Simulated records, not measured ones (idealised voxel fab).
process module | voxel trench capacitor
cross-section cut | 290 nm wide | cells 5 nm
A cross-section is a grid of square cells, given in bands from the top down. A band is one or more rows of cells.
Each band's line starts with the height of the band's top and of its bottom, in nm. Then come its materials from left to right, each with its width in nm. One material with "throughout" fills the band from edge to edge. "air" is empty space.
Height 0 is the level under which the wafer as received is all one material. The lowest band goes on downwards, as in "0 down".
A width such as "30 to 40" changes by the same amount from each row of cells to the next, from the band's top row to its bottom row.
"no change" after a step means that no cell of the cross-section changed.
closed voids: empty space of 8 cells or more with no open way to the top, each as width x height at its distance from the left edge, in nm
after a step's settings: what the simulator itself notes on the step
overlay nm, on a step with a mask: how far to the right of its planned place the mask lay; to the left if negative
plan
1 op RECEIVE | material Si
2 op CONFORMAL_DEP | material SiN | thk nm 10
3 op DIRECTIONAL_DEP | material aC | thk nm 15
4 op PATTERN | tone open | mask id TRENCH | material resist | width nm 25 | pitch nm 50 | thk nm 30 | overlay nm 0
5 op DIRECTIONAL_ETCH | etch materials aC | depth nm 15
6 op STRIP | etch materials resist
7 op DIRECTIONAL_ETCH | etch materials SiN | depth nm 5
8 op DIRECTIONAL_ETCH | etch materials Si | depth nm 40
9 op STRIP | etch materials aC
10 op CONFORMAL_DEP | material HfO2 | thk nm 5
11 op CONFORMAL_DEP | material TiN | thk nm 5
12 op FILL_DEP | material W | thk nm 5
13 op CMP | height nm 10
varied across the wafers: depth nm of step 7. The plan shows the first wafer's value. All wafers start alike
first wafer as received, after step 1
  0 down: Si throughout
  closed voids: none
first wafer at the end, after step 13
  10 to 5: SiN 55 | HfO2 25 | SiN 25 | HfO2 25 | SiN 25 | HfO2 25 | SiN 25 | HfO2 25 | SiN 60
  5 to 0: SiN throughout
  0 down: Si throughout
  closed voids: none
last wafer at the end
  10 to 0: SiN 55 | HfO2 5 | TiN 5 | W 5 | TiN 5 | HfO2 5 | SiN 25 | HfO2 5 | TiN 5 | W 5 | TiN 5 | HfO2 5 | SiN 25 | HfO2 5 | TiN 5 | W 5 | TiN 5 | HfO2 5 | SiN 25 | HfO2 5 | TiN 5 | W 5 | TiN 5 | HfO2 5 | SiN 60
  0 to -30: Si 55 | HfO2 5 | TiN 5 | W 5 | TiN 5 | HfO2 5 | Si 25 | HfO2 5 | TiN 5 | W 5 | TiN 5 | HfO2 5 | Si 25 | HfO2 5 | TiN 5 | W 5 | TiN 5 | HfO2 5 | Si 25 | HfO2 5 | TiN 5 | W 5 | TiN 5 | HfO2 5 | Si 60
  -30 to -35: Si 55 | HfO2 5 | TiN 15 | HfO2 5 | Si 25 | HfO2 5 | TiN 15 | HfO2 5 | Si 25 | HfO2 5 | TiN 15 | HfO2 5 | Si 25 | HfO2 5 | TiN 15 | HfO2 5 | Si 60
  -35 to -40: Si 55 | HfO2 25 | Si 25 | HfO2 25 | Si 25 | HfO2 25 | Si 25 | HfO2 25 | Si 60
  -40 down: Si throughout
  closed voids: none
each wafer at the end: cells of each material gained (+) or lost (-) since it was received, then its closed voids
depth nm 5 | +20 HfO2 | +96 SiN | closed voids: none
depth nm 10 | +92 HfO2 | -160 Si | +76 SiN | +76 TiN | +32 W | closed voids: none
depth nm 15 | +92 HfO2 | -160 Si | +76 SiN | +76 TiN | +32 W | closed voids: none
depth nm 20 | +92 HfO2 | -160 Si | +76 SiN | +76 TiN | +32 W | closed voids: none
depth nm 25 | +92 HfO2 | -160 Si | +76 SiN | +76 TiN | +32 W | closed voids: none
